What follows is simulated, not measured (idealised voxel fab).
A process module follows: voxel capacitor over wiring.
The figure presents cross-section cut, which has a width of 235 nm and is divided into square cells with an edge length of 5 nm.
When this document writes out a cross-section, it uses a grid of square cells and lists it as bands, beginning at the top and moving down, with a band standing for one or more rows of cells. Band: top height; bottom height; in nm. Then, left to right: material with width in nm, for each material. "all across": a single material spanning edge to edge. "air": empty space. Heights are measured from 0, the level below which the as-received wafer is all one material; the lowest band has no bottom and continues downward, written as in "0..down". With a width like "30..40", each row of cells in the band differs from the next by the same amount, the top row carrying the first number and the bottom row the second. What does "stayed the same" mean for a step? It means no cell of the cross-section changed in that step. Basically, "Closed void table" tells you about the enclosed voids: empty spaces with no open way to the top, 8 cells or bigger, each written width x height at distance, where distance is from the left edge, all in nm. What comes after the settings on a step's line is commentary from the simulator itself on that step. "overlay nm" denotes, for a step that has a mask, the displacement of the mask to the right of its planned place, with negative values corresponding to the left.
### Process steps - plan
1. RECEIVE [material Si]
2. CONFORMAL_DEP [material SiO2] [thk nm 15]
3. CONFORMAL_DEP [material SiCN] [thk nm 5]
4. DIRECTIONAL_DEP [material SiO2] [thk nm 25]
5. MASKED_ETCH [tone open] [mask id METAL_1] [width nm 30] [pitch nm 85] [etch materials SiO2] [depth nm 25] [overlay nm 0]
6. MASKED_ETCH [tone open] [mask id METAL_1] [width nm 30] [pitch nm 85] [etch materials SiCN] [depth nm 5] [overlay nm 0]
7. CONFORMAL_DEP [material TiN] [thk nm 5]
8. FILL_DEP [material Cu] [thk nm 5]
9. CMP [height nm 45]
10. CONFORMAL_DEP [material SiCN] [thk nm 5]
11. DIRECTIONAL_DEP [material SiO2] [thk nm 20]
12. DIRECTIONAL_DEP [material aC] [thk nm 15]
13. PATTERN [tone open] [mask id PLUG_1] [material resist] [width nm 15] [thk nm 30] [overlay nm 0]
14. DIRECTIONAL_ETCH [etch materials aC] [depth nm 15]
15. STRIP [etch materials resist]
16. DIRECTIONAL_ETCH [etch materials SiO2] [depth nm 20]
17. DIRECTIONAL_ETCH [etch materials SiCN] [depth nm 5]
18. STRIP [etch materials aC]
19. CONFORMAL_DEP [material TiN] [thk nm 5]
20. FILL_DEP [material Cu] [thk nm 10]
21. CMP [height nm 70]
22. DIRECTIONAL_DEP [material TiN] [thk nm 10]
23. DIRECTIONAL_DEP [material HfO2] [thk nm 5]
24. DIRECTIONAL_DEP [material TiN] [thk nm 10]
25. PATTERN [tone cover] [mask id UPPER_PLATE] [material resist] [width nm 60] [thk nm 15] [overlay nm 0]
26. DIRECTIONAL_ETCH [etch materials TiN] [depth nm 10]
27. DIRECTIONAL_ETCH [etch materials HfO2] [depth nm 5]
28. STRIP [etch materials resist]
29. MASKED_ETCH [tone cover] [mask id LOWER_PLATE] [width nm 70] [etch materials TiN] [depth nm 10] [overlay nm 0]
30. FILL_DEP [material SiO2] [thk nm 15]
31. CMP [height nm 105]
32. DIRECTIONAL_DEP [material aC] [thk nm 15]
33. PATTERN [tone open] [mask id PLUG_2] [material resist] [width nm 15] [thk nm 30] [overlay nm 0]
34. DIRECTIONAL_ETCH [etch materials aC] [depth nm 15]
35. STRIP [etch materials resist]
36. DIRECTIONAL_ETCH [etch materials SiO2] [depth nm 10]
37. STRIP [etch materials aC]
38. CONFORMAL_DEP [material TiN] [thk nm 5]
39. FILL_DEP [material Ru] [thk nm 10]
40. CMP [height nm 105]
41. CONFORMAL_DEP [material SiN] [thk nm 5]
Be aware that, although all wafers share a common starting state, the thk nm at step 3 differs among them, and the plan displays the first wafer's value.
### The as-received cross-section of the first of several wafers corresponds to the state after step 1
> 0..down | Si all across
> Closed void table: none
### Below: a row per wafer. Contents at end of module: for every material, cells gained since receipt (+) or lost since receipt (-); then closed voids
thk nm 5 | +44 Cu | +12 HfO2 | +1 Ru | +79 SiCN | +47 SiN | +751 SiO2 | +100 TiN | Closed void table: none
thk nm 10 | +36 Cu | +12 HfO2 | +1 Ru | +126 SiCN | +47 SiN | +716 SiO2 | +96 TiN | Closed void table: none
thk nm 15 | +28 Cu | +12 HfO2 | +1 Ru | +173 SiCN | +47 SiN | +681 SiO2 | +92 TiN | Closed void table: none
thk nm 20 | +20 Cu | +12 HfO2 | +1 Ru | +220 SiCN | +47 SiN | +646 SiO2 | +88 TiN | Closed void table: none
